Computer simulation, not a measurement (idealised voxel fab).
process module | voxel transistor to metal
cross-section cut | 165 nm wide | cells 5 nm
A cross-section is a grid of square cells, given in bands from the top down. A band is one or more rows of cells.
Each band's line starts with the height of the band's top and of its bottom, in nm. Then come its materials from left to right, each with its width in nm. One material with "throughout" fills the band from edge to edge. "air" is empty space.
Height 0 is the level under which the wafer as received is all one material. The lowest band goes on downwards, as in "0 down".
A width such as "30 to 40" changes by the same amount from each row of cells to the next, from the band's top row to its bottom row.
"no change" after a step means that no cell of the cross-section changed.
closed voids: empty space of 8 cells or more with no open way to the top, each as width x height at its distance from the left edge, in nm
after a step's settings: what the simulator itself notes on the step
overlay nm, on a step with a mask: how far to the right of its planned place the mask lay; to the left if negative
plan
1 op RECEIVE | material Si
2 op OXIDIZE | depth nm 5
3 op CONFORMAL_DEP | material SiN | thk nm 10
4 op MASKED_ETCH | tone cover | mask id ACTIVE | width nm 115 | etch materials SiN | depth nm 10 | overlay nm 0
5 op MASKED_ETCH | tone cover | mask id ACTIVE | width nm 115 | etch materials SiO2 | depth nm 5 | overlay nm 0
6 op MASKED_ETCH | tone cover | mask id ACTIVE | width nm 115 | etch materials Si | depth nm 35 | overlay nm 0
7 op OXIDIZE | depth nm 5
8 op FILL_DEP | material SiO2 | thk nm 15
9 op CMP | height nm 10
10 op SELECTIVE_ETCH | etch materials SiO2 | depth nm 10
11 op STRIP | etch materials SiN
12 op SELECTIVE_ETCH | etch materials SiO2 | depth nm 5
13 op OXIDIZE | depth nm 5
14 op DIRECTIONAL_DEP | material polySi | thk nm 25
15 op DIRECTIONAL_DEP | material SiCN | thk nm 10
16 op MASKED_ETCH | tone cover | mask id GATE | width nm 35 | etch materials SiCN | depth nm 20 | overlay nm 0
17 op MASKED_ETCH | tone cover | mask id GATE | width nm 35 | etch materials polySi | depth nm 35 | overlay nm 0
18 op CONFORMAL_DEP | material SiN | thk nm 10
19 op DIRECTIONAL_ETCH | etch materials SiN | depth nm 10
20 op DIRECTIONAL_ETCH | etch materials SiO2 | depth nm 5
21 op DIRECTIONAL_ETCH | etch materials Si | depth nm 5
22 op EPI | material SiGe | thk nm 5
23 op FILL_DEP | material SiO2 | thk nm 10
24 op CMP | height nm 20
25 op STRIP | etch materials polySi
26 op SELECTIVE_ETCH | etch materials SiO2 | depth nm 5
27 op CONFORMAL_DEP | material HfO2 | thk nm 5
28 op CONFORMAL_DEP | material TiN | thk nm 5
29 op FILL_DEP | material W | thk nm 5
30 op CMP | height nm 15
31 op DIRECTIONAL_DEP | material SiO2 | thk nm 10
32 op DIRECTIONAL_DEP | material aC | thk nm 10
33 op PATTERN | tone open | mask id CONTACT | material resist | width nm 20 | pitch nm 85 | thk nm 30 | overlay nm 0
34 op DIRECTIONAL_ETCH | etch materials aC | depth nm 10
35 op STRIP | etch materials resist
36 op DIRECTIONAL_ETCH | etch materials SiO2 | depth nm 35
37 op STRIP | etch materials aC
38 op CONFORMAL_DEP | material TiN | thk nm 5
39 op FILL_DEP | material W | thk nm 5
40 op CMP | height nm 25
41 op DIRECTIONAL_DEP | material TiN | thk nm 5
42 op DIRECTIONAL_DEP | material W | thk nm 25
43 op MASKED_ETCH | tone cover | mask id METAL_1 | width nm 20 | pitch nm 85 | etch materials W | depth nm 25 | overlay nm 0
44 op MASKED_ETCH | tone cover | mask id METAL_1 | width nm 20 | pitch nm 85 | etch materials TiN | depth nm 5 | overlay nm 0
45 op CONFORMAL_DEP | material SiN | thk nm 5
46 op FILL_DEP | material lowk | thk nm 5
47 op CMP | height nm 55
48 op CONFORMAL_DEP | material SiCN | thk nm 5
first wafer, as planned
as received, after step 1
  0 down: Si throughout
  closed voids: none
after step 2
  0 to -5: SiO2 throughout
  below -5: unchanged
after step 3
  10 to 0: SiN throughout
  below 0: unchanged
after step 4
  10 to 0: air 25 | SiN 115 | air 25
  below 0: unchanged
after step 5
  10 to 0: air 25 | SiN 115 | air 25
  0 to -5: air 25 | SiO2 115 | air 25
  below -5: unchanged
after step 6
  10 to 0: air 25 | SiN 115 | air 25
  0 to -5: air 25 | SiO2 115 | air 25
  -5 to -40: air 25 | Si 115 | air 25
  below -40: unchanged
after step 7
  10 to 0: air 25 | SiN 115 | air 25
  0 to -5: air 25 | SiO2 115 | air 25
  -5 to -40: air 25 | SiO2 5 | Si 105 | SiO2 5 | air 25
  -40 to -45: SiO2 30 | Si 105 | SiO2 30
  below -45: unchanged
after step 8
  25 to 10: SiO2 throughout
  10 to 0: SiO2 25 | SiN 115 | SiO2 25
  0 to -5: SiO2 throughout
  -5 to -45: SiO2 30 | Si 105 | SiO2 30
  below -45: unchanged
after step 9
  10 to 0: SiO2 25 | SiN 115 | SiO2 25
  below 0: unchanged
after step 10
  10 to 0: air 25 | SiN 115 | air 25
  below 0: unchanged
after step 11
  0 to -5: SiO2 throughout
  below -5: unchanged
after step 12
  -5 to -45: SiO2 30 | Si 105 | SiO2 30
  below -45: unchanged
after step 13
  -5 to -10: SiO2 throughout
  below -10: unchanged
after step 14
  20 to -5: polySi throughout
  below -5: unchanged
after step 15
  30 to 20: SiCN throughout
  below 20: unchanged
after step 16
  30 to 20: air 65 | SiCN 35 | air 65
  below 20: unchanged
after step 17
  30 to 20: air 65 | SiCN 35 | air 65
  20 to -5: air 65 | polySi 35 | air 65
  below -5: unchanged
after step 18
  40 to 30: air 55 | SiN 55 | air 55
  30 to 20: air 55 | SiN 10 | SiCN 35 | SiN 10 | air 55
  20 to 5: air 55 | SiN 10 | polySi 35 | SiN 10 | air 55
  5 to -5: SiN 65 | polySi 35 | SiN 65
  below -5: unchanged
after step 19
  30 to 20: air 55 | SiN 10 | SiCN 35 | SiN 10 | air 55
  20 to -5: air 55 | SiN 10 | polySi 35 | SiN 10 | air 55
  below -5: unchanged
after step 20
  30 to 20: air 55 | SiN 10 | SiCN 35 | SiN 10 | air 55
  20 to -5: air 55 | SiN 10 | polySi 35 | SiN 10 | air 55
  -5 to -10: air 55 | SiO2 55 | air 55
  below -10: unchanged
after step 21
  30 to 20: air 55 | SiN 10 | SiCN 35 | SiN 10 | air 55
  20 to -5: air 55 | SiN 10 | polySi 35 | SiN 10 | air 55
  -5 to -10: air 55 | SiO2 55 | air 55
  -10 to -15: SiO2 30 | air 25 | Si 55 | air 25 | SiO2 30
  below -15: unchanged
after step 22
  30 to 20: air 55 | SiN 10 | SiCN 35 | SiN 10 | air 55
  20 to -5: air 55 | SiN 10 | polySi 35 | SiN 10 | air 55
  -5 to -10: air 50 | SiGe 5 | SiO2 55 | SiGe 5 | air 50
  -10 to -15: SiO2 30 | SiGe 25 | Si 55 | SiGe 25 | SiO2 30
  below -15: unchanged
after step 23
  40 to 30: SiO2 throughout
  30 to 20: SiO2 55 | SiN 10 | SiCN 35 | SiN 10 | SiO2 55
  20 to -5: SiO2 55 | SiN 10 | polySi 35 | SiN 10 | SiO2 55
  -5 to -10: SiO2 50 | SiGe 5 | SiO2 55 | SiGe 5 | SiO2 50
  below -10: unchanged
after step 24
  20 to -5: SiO2 55 | SiN 10 | polySi 35 | SiN 10 | SiO2 55
  below -5: unchanged
after step 25
  20 to -5: SiO2 55 | SiN 10 | air 35 | SiN 10 | SiO2 55
  below -5: unchanged
after step 26
  20 to 15: air 55 | SiN 10 | air 35 | SiN 10 | air 55
  15 to -5: SiO2 55 | SiN 10 | air 35 | SiN 10 | SiO2 55
  -5 to -10: SiO2 50 | SiGe 5 | SiO2 5 | air 45 | SiO2 5 | SiGe 5 | SiO2 50
  below -10: unchanged
after step 27
  25 to 20: air 50 | HfO2 20 | air 25 | HfO2 20 | air 50
  20 to 15: HfO2 55 | SiN 10 | HfO2 5 | air 25 | HfO2 5 | SiN 10 | HfO2 55
  15 to -5: SiO2 55 | SiN 10 | HfO2 5 | air 25 | HfO2 5 | SiN 10 | SiO2 55
  -5 to -10: SiO2 50 | SiGe 5 | SiO2 5 | HfO2 45 | SiO2 5 | SiGe 5 | SiO2 50
  below -10: unchanged
after step 28
  30 to 25: air 45 | TiN 30 | air 15 | TiN 30 | air 45
  25 to 20: TiN 50 | HfO2 20 | TiN 5 | air 15 | TiN 5 | HfO2 20 | TiN 50
  20 to 15: HfO2 55 | SiN 10 | HfO2 5 | TiN 5 | air 15 | TiN 5 | HfO2 5 | SiN 10 | HfO2 55
  15 to 0: SiO2 55 | SiN 10 | HfO2 5 | TiN 5 | air 15 | TiN 5 | HfO2 5 | SiN 10 | SiO2 55
  0 to -5: SiO2 55 | SiN 10 | HfO2 5 | TiN 25 | HfO2 5 | SiN 10 | SiO2 55
  below -5: unchanged
after step 29
  35 to 30: W throughout
  30 to 25: W 45 | TiN 30 | W 15 | TiN 30 | W 45
  25 to 20: TiN 50 | HfO2 20 | TiN 5 | W 15 | TiN 5 | HfO2 20 | TiN 50
  20 to 15: HfO2 55 | SiN 10 | HfO2 5 | TiN 5 | W 15 | TiN 5 | HfO2 5 | SiN 10 | HfO2 55
  15 to 0: SiO2 55 | SiN 10 | HfO2 5 | TiN 5 | W 15 | TiN 5 | HfO2 5 | SiN 10 | SiO2 55
  below 0: unchanged
after step 30
  15 to 0: SiO2 55 | SiN 10 | HfO2 5 | TiN 5 | W 15 | TiN 5 | HfO2 5 | SiN 10 | SiO2 55
  below 0: unchanged
after step 31
  25 to 15: SiO2 throughout
  below 15: unchanged
after step 32
  35 to 25: aC throughout
  below 25: unchanged
after step 33
  65 to 35: resist 30 | air 20 | resist 65 | air 20 | resist 30
  below 35: unchanged
after step 34
  55 to 35: resist 30 | air 20 | resist 65 | air 20 | resist 30
  35 to 25: aC 30 | air 20 | aC 65 | air 20 | aC 30
  below 25: unchanged
after step 35
  35 to 25: aC 30 | air 20 | aC 65 | air 20 | aC 30
  below 25: unchanged
after step 36
  35 to 25: aC 30 | air 20 | aC 65 | air 20 | aC 30
  25 to 15: SiO2 30 | air 20 | SiO2 65 | air 20 | SiO2 30
  15 to 0: SiO2 30 | air 20 | SiO2 5 | SiN 10 | HfO2 5 | TiN 5 | W 15 | TiN 5 | HfO2 5 | SiN 10 | SiO2 5 | air 20 | SiO2 30
  0 to -5: SiO2 30 | air 20 | SiO2 5 | SiN 10 | HfO2 5 | TiN 25 | HfO2 5 | SiN 10 | SiO2 5 | air 20 | SiO2 30
  -5 to -10: SiO2 30 | air 20 | SiGe 5 | SiO2 5 | HfO2 45 | SiO2 5 | SiGe 5 | air 20 | SiO2 30
  below -10: unchanged
after step 37
  25 to 15: SiO2 30 | air 20 | SiO2 65 | air 20 | SiO2 30
  below 15: unchanged
after step 38
  30 to 25: TiN 35 | air 10 | TiN 75 | air 10 | TiN 35
  25 to 15: SiO2 30 | TiN 5 | air 10 | TiN 5 | SiO2 65 | TiN 5 | air 10 | TiN 5 | SiO2 30
  15 to 0: SiO2 30 | TiN 5 | air 10 | TiN 5 | SiO2 5 | SiN 10 | HfO2 5 | TiN 5 | W 15 | TiN 5 | HfO2 5 | SiN 10 | SiO2 5 | TiN 5 | air 10 | TiN 5 | SiO2 30
  0 to -5: SiO2 30 | TiN 5 | air 10 | TiN 5 | SiO2 5 | SiN 10 | HfO2 5 | TiN 25 | HfO2 5 | SiN 10 | SiO2 5 | TiN 5 | air 10 | TiN 5 | SiO2 30
  -5 to -10: SiO2 30 | TiN 20 | SiGe 5 | SiO2 5 | HfO2 45 | SiO2 5 | SiGe 5 | TiN 20 | SiO2 30
  below -10: unchanged
after step 39
  35 to 30: W throughout
  30 to 25: TiN 35 | W 10 | TiN 75 | W 10 | TiN 35
  25 to 15: SiO2 30 | TiN 5 | W 10 | TiN 5 | SiO2 65 | TiN 5 | W 10 | TiN 5 | SiO2 30
  15 to 0: SiO2 30 | TiN 5 | W 10 | TiN 5 | SiO2 5 | SiN 10 | HfO2 5 | TiN 5 | W 15 | TiN 5 | HfO2 5 | SiN 10 | SiO2 5 | TiN 5 | W 10 | TiN 5 | SiO2 30
  0 to -5: SiO2 30 | TiN 5 | W 10 | TiN 5 | SiO2 5 | SiN 10 | HfO2 5 | TiN 25 | HfO2 5 | SiN 10 | SiO2 5 | TiN 5 | W 10 | TiN 5 | SiO2 30
  below -5: unchanged
after step 40
  25 to 15: SiO2 30 | TiN 5 | W 10 | TiN 5 | SiO2 65 | TiN 5 | W 10 | TiN 5 | SiO2 30
  below 15: unchanged
after step 41
  30 to 25: TiN throughout
  below 25: unchanged
after step 42
  55 to 30: W throughout
  below 30: unchanged
after step 43
  55 to 30: air 30 | W 20 | air 65 | W 20 | air 30
  below 30: unchanged
after step 44
  55 to 30: air 30 | W 20 | air 65 | W 20 | air 30
  30 to 25: air 30 | TiN 20 | air 65 | TiN 20 | air 30
  below 25: unchanged
after step 45
  60 to 55: air 25 | SiN 30 | air 55 | SiN 30 | air 25
  55 to 30: air 25 | SiN 5 | W 20 | SiN 5 | air 55 | SiN 5 | W 20 | SiN 5 | air 25
  30 to 25: SiN 30 | TiN 20 | SiN 65 | TiN 20 | SiN 30
  below 25: unchanged
after step 46
  65 to 60: lowk throughout
  60 to 55: lowk 25 | SiN 30 | lowk 55 | SiN 30 | lowk 25
  55 to 30: lowk 25 | SiN 5 | W 20 | SiN 5 | lowk 55 | SiN 5 | W 20 | SiN 5 | lowk 25
  below 30: unchanged
after step 47
  55 to 30: lowk 25 | SiN 5 | W 20 | SiN 5 | lowk 55 | SiN 5 | W 20 | SiN 5 | lowk 25
  below 30: unchanged
after step 48
  60 to 55: SiCN throughout
  below 55: unchanged
second wafer: like start, like plan, one mistake. Through step 9 it matches the first wafer
when step 10 should have ended
  10 to 0: SiO2 25 | air 115 | SiO2 25
  below 0: unchanged
when step 11 should have ended
  0 to -5: SiO2 15 | air 135 | SiO2 15
  -5 to -10: SiO2 15 | air 15 | Si 105 | air 15 | SiO2 15
  below -10: unchanged
when step 12 should have ended
  -5 to -15: SiO2 10 | air 20 | Si 105 | air 20 | SiO2 10
  below -15: unchanged
when step 13 should have ended
  -5 to -10: SiO2 10 | air 20 | SiO2 105 | air 20 | SiO2 10
  -10 to -15: SiO2 10 | air 20 | SiO2 5 | Si 95 | SiO2 5 | air 20 | SiO2 10
  -15 to -20: SiO2 35 | Si 95 | SiO2 35
  below -20: unchanged
when step 14 should have ended
  20 to 10: polySi 10 | air 20 | polySi 105 | air 20 | polySi 10
  10 to -5: polySi throughout
  -5 to -10: SiO2 10 | polySi 20 | SiO2 105 | polySi 20 | SiO2 10
  -10 to -15: SiO2 10 | polySi 20 | SiO2 5 | Si 95 | SiO2 5 | polySi 20 | SiO2 10
  below -15: unchanged
when step 15 should have ended
  30 to 20: SiCN 10 | air 20 | SiCN 105 | air 20 | SiCN 10
  20 to 10: polySi 10 | SiCN 20 | polySi 105 | SiCN 20 | polySi 10
  below 10: unchanged
when step 16 should have ended
  30 to 20: air 65 | SiCN 35 | air 65
  20 to 10: polySi 10 | air 20 | polySi 105 | air 20 | polySi 10
  below 10: unchanged
when step 17 should have ended
  30 to 20: air 65 | SiCN 35 | air 65
  20 to -5: air 65 | polySi 35 | air 65
  -5 to -10: SiO2 10 | air 20 | SiO2 105 | air 20 | SiO2 10
  -10 to -15: SiO2 10 | air 20 | SiO2 5 | Si 95 | SiO2 5 | air 20 | SiO2 10
  below -15: unchanged
when step 18 should have ended
  40 to 30: air 55 | SiN 55 | air 55
  30 to 20: air 55 | SiN 10 | SiCN 35 | SiN 10 | air 55
  20 to 5: air 55 | SiN 10 | polySi 35 | SiN 10 | air 55
  5 to -5: SiN 65 | polySi 35 | SiN 65
  -5 to -10: SiO2 10 | SiN 20 | SiO2 105 | SiN 20 | SiO2 10
  -10 to -15: SiO2 10 | SiN 20 | SiO2 5 | Si 95 | SiO2 5 | SiN 20 | SiO2 10
  below -15: unchanged
when step 19 should have ended
  30 to 20: air 55 | SiN 10 | SiCN 35 | SiN 10 | air 55
  20 to -5: air 55 | SiN 10 | polySi 35 | SiN 10 | air 55
  below -5: unchanged
when step 20 should have ended
  30 to 20: air 55 | SiN 10 | SiCN 35 | SiN 10 | air 55
  20 to -5: air 55 | SiN 10 | polySi 35 | SiN 10 | air 55
  -5 to -10: air 10 | SiN 20 | air 25 | SiO2 55 | air 25 | SiN 20 | air 10
  below -10: unchanged
when step 21 should have ended
  30 to 20: air 55 | SiN 10 | SiCN 35 | SiN 10 | air 55
  20 to -5: air 55 | SiN 10 | polySi 35 | SiN 10 | air 55
  -5 to -10: air 10 | SiN 20 | air 25 | SiO2 55 | air 25 | SiN 20 | air 10
  -10 to -15: SiO2 10 | SiN 20 | SiO2 5 | air 20 | Si 55 | air 20 | SiO2 5 | SiN 20 | SiO2 10
  below -15: unchanged
when step 22 should have ended
  30 to 20: air 55 | SiN 10 | SiCN 35 | SiN 10 | air 55
  20 to -5: air 55 | SiN 10 | polySi 35 | SiN 10 | air 55
  -5 to -10: air 10 | SiN 20 | air 20 | SiGe 5 | SiO2 55 | SiGe 5 | air 20 | SiN 20 | air 10
  -10 to -15: SiO2 10 | SiN 20 | SiO2 5 | SiGe 20 | Si 55 | SiGe 20 | SiO2 5 | SiN 20 | SiO2 10
  below -15: unchanged
when step 23 should have ended
  40 to 30: SiO2 throughout
  30 to 20: SiO2 55 | SiN 10 | SiCN 35 | SiN 10 | SiO2 55
  20 to -5: SiO2 55 | SiN 10 | polySi 35 | SiN 10 | SiO2 55
  -5 to -10: SiO2 10 | SiN 20 | SiO2 20 | SiGe 5 | SiO2 55 | SiGe 5 | SiO2 20 | SiN 20 | SiO2 10
  below -10: unchanged
when step 24 should have ended
  20 to -5: SiO2 55 | SiN 10 | polySi 35 | SiN 10 | SiO2 55
  below -5: unchanged
when step 25 should have ended
  20 to -5: SiO2 55 | SiN 10 | air 35 | SiN 10 | SiO2 55
  below -5: unchanged
when step 26 should have ended
  20 to 15: air 55 | SiN 10 | air 35 | SiN 10 | air 55
  15 to -5: SiO2 55 | SiN 10 | air 35 | SiN 10 | SiO2 55
  -5 to -10: SiO2 10 | SiN 20 | SiO2 20 | SiGe 5 | SiO2 5 | air 45 | SiO2 5 | SiGe 5 | SiO2 20 | SiN 20 | SiO2 10
  below -10: unchanged
when step 27 should have ended
  25 to 20: air 50 | HfO2 20 | air 25 | HfO2 20 | air 50
  20 to 15: HfO2 55 | SiN 10 | HfO2 5 | air 25 | HfO2 5 | SiN 10 | HfO2 55
  15 to -5: SiO2 55 | SiN 10 | HfO2 5 | air 25 | HfO2 5 | SiN 10 | SiO2 55
  -5 to -10: SiO2 10 | SiN 20 | SiO2 20 | SiGe 5 | SiO2 5 | HfO2 45 | SiO2 5 | SiGe 5 | SiO2 20 | SiN 20 | SiO2 10
  below -10: unchanged
when step 28 should have ended
  30 to 25: air 45 | TiN 30 | air 15 | TiN 30 | air 45
  25 to 20: TiN 50 | HfO2 20 | TiN 5 | air 15 | TiN 5 | HfO2 20 | TiN 50
  20 to 15: HfO2 55 | SiN 10 | HfO2 5 | TiN 5 | air 15 | TiN 5 | HfO2 5 | SiN 10 | HfO2 55
  15 to 0: SiO2 55 | SiN 10 | HfO2 5 | TiN 5 | air 15 | TiN 5 | HfO2 5 | SiN 10 | SiO2 55
  0 to -5: SiO2 55 | SiN 10 | HfO2 5 | TiN 25 | HfO2 5 | SiN 10 | SiO2 55
  below -5: unchanged
when step 29 should have ended
  35 to 30: W throughout
  30 to 25: W 45 | TiN 30 | W 15 | TiN 30 | W 45
  25 to 20: TiN 50 | HfO2 20 | TiN 5 | W 15 | TiN 5 | HfO2 20 | TiN 50
  20 to 15: HfO2 55 | SiN 10 | HfO2 5 | TiN 5 | W 15 | TiN 5 | HfO2 5 | SiN 10 | HfO2 55
  15 to 0: SiO2 55 | SiN 10 | HfO2 5 | TiN 5 | W 15 | TiN 5 | HfO2 5 | SiN 10 | SiO2 55
  below 0: unchanged
when step 30 should have ended
  15 to 0: SiO2 55 | SiN 10 | HfO2 5 | TiN 5 | W 15 | TiN 5 | HfO2 5 | SiN 10 | SiO2 55
  below 0: unchanged
when step 31 should have ended
  25 to 15: SiO2 throughout
  below 15: unchanged
when step 32 should have ended
  35 to 25: aC throughout
  below 25: unchanged
when step 33 should have ended
  65 to 35: resist 30 | air 20 | resist 65 | air 20 | resist 30
  below 35: unchanged
when step 34 should have ended
  55 to 35: resist 30 | air 20 | resist 65 | air 20 | resist 30
  35 to 25: aC 30 | air 20 | aC 65 | air 20 | aC 30
  below 25: unchanged
when step 35 should have ended
  35 to 25: aC 30 | air 20 | aC 65 | air 20 | aC 30
  below 25: unchanged
when step 36 should have ended
  35 to 25: aC 30 | air 20 | aC 65 | air 20 | aC 30
  25 to 15: SiO2 30 | air 20 | SiO2 65 | air 20 | SiO2 30
  15 to 0: SiO2 30 | air 20 | SiO2 5 | SiN 10 | HfO2 5 | TiN 5 | W 15 | TiN 5 | HfO2 5 | SiN 10 | SiO2 5 | air 20 | SiO2 30
  0 to -5: SiO2 30 | air 20 | SiO2 5 | SiN 10 | HfO2 5 | TiN 25 | HfO2 5 | SiN 10 | SiO2 5 | air 20 | SiO2 30
  -5 to -10: SiO2 10 | SiN 20 | air 20 | SiGe 5 | SiO2 5 | HfO2 45 | SiO2 5 | SiGe 5 | air 20 | SiN 20 | SiO2 10
  below -10: unchanged
when step 37 should have ended
  25 to 15: SiO2 30 | air 20 | SiO2 65 | air 20 | SiO2 30
  below 15: unchanged
when step 38 should have ended
  30 to 25: TiN 35 | air 10 | TiN 75 | air 10 | TiN 35
  25 to 15: SiO2 30 | TiN 5 | air 10 | TiN 5 | SiO2 65 | TiN 5 | air 10 | TiN 5 | SiO2 30
  15 to 0: SiO2 30 | TiN 5 | air 10 | TiN 5 | SiO2 5 | SiN 10 | HfO2 5 | TiN 5 | W 15 | TiN 5 | HfO2 5 | SiN 10 | SiO2 5 | TiN 5 | air 10 | TiN 5 | SiO2 30
  0 to -5: SiO2 30 | TiN 5 | air 10 | TiN 5 | SiO2 5 | SiN 10 | HfO2 5 | TiN 25 | HfO2 5 | SiN 10 | SiO2 5 | TiN 5 | air 10 | TiN 5 | SiO2 30
  -5 to -10: SiO2 10 | SiN 20 | TiN 20 | SiGe 5 | SiO2 5 | HfO2 45 | SiO2 5 | SiGe 5 | TiN 20 | SiN 20 | SiO2 10
  below -10: unchanged
when step 39 should have ended
  35 to 30: W throughout
  30 to 25: TiN 35 | W 10 | TiN 75 | W 10 | TiN 35
  25 to 15: SiO2 30 | TiN 5 | W 10 | TiN 5 | SiO2 65 | TiN 5 | W 10 | TiN 5 | SiO2 30
  15 to 0: SiO2 30 | TiN 5 | W 10 | TiN 5 | SiO2 5 | SiN 10 | HfO2 5 | TiN 5 | W 15 | TiN 5 | HfO2 5 | SiN 10 | SiO2 5 | TiN 5 | W 10 | TiN 5 | SiO2 30
  0 to -5: SiO2 30 | TiN 5 | W 10 | TiN 5 | SiO2 5 | SiN 10 | HfO2 5 | TiN 25 | HfO2 5 | SiN 10 | SiO2 5 | TiN 5 | W 10 | TiN 5 | SiO2 30
  below -5: unchanged
when step 40 should have ended
  25 to 15: SiO2 30 | TiN 5 | W 10 | TiN 5 | SiO2 65 | TiN 5 | W 10 | TiN 5 | SiO2 30
  below 15: unchanged
when step 41 should have ended
  30 to 25: TiN throughout
  below 25: unchanged
when step 42 should have ended
  55 to 30: W throughout
  below 30: unchanged
when step 43 should have ended
  55 to 30: air 30 | W 20 | air 65 | W 20 | air 30
  below 30: unchanged
when step 44 should have ended
  55 to 30: air 30 | W 20 | air 65 | W 20 | air 30
  30 to 25: air 30 | TiN 20 | air 65 | TiN 20 | air 30
  below 25: unchanged
when step 45 should have ended
  60 to 55: air 25 | SiN 30 | air 55 | SiN 30 | air 25
  55 to 30: air 25 | SiN 5 | W 20 | SiN 5 | air 55 | SiN 5 | W 20 | SiN 5 | air 25
  30 to 25: SiN 30 | TiN 20 | SiN 65 | TiN 20 | SiN 30
  below 25: unchanged
when step 46 should have ended
  65 to 60: lowk throughout
  60 to 55: lowk 25 | SiN 30 | lowk 55 | SiN 30 | lowk 25
  55 to 30: lowk 25 | SiN 5 | W 20 | SiN 5 | lowk 55 | SiN 5 | W 20 | SiN 5 | lowk 25
  below 30: unchanged
when step 47 should have ended
  55 to 30: lowk 25 | SiN 5 | W 20 | SiN 5 | lowk 55 | SiN 5 | W 20 | SiN 5 | lowk 25
  below 30: unchanged
when step 48 should have ended
  60 to 55: SiCN throughout
  below 55: unchanged
what went wrong: steps 10 and 11 were swapped
at the end the second wafer has, in cells: 2 fewer of Si | 2 fewer of SiGe | 16 more of SiN | 12 fewer of SiO2
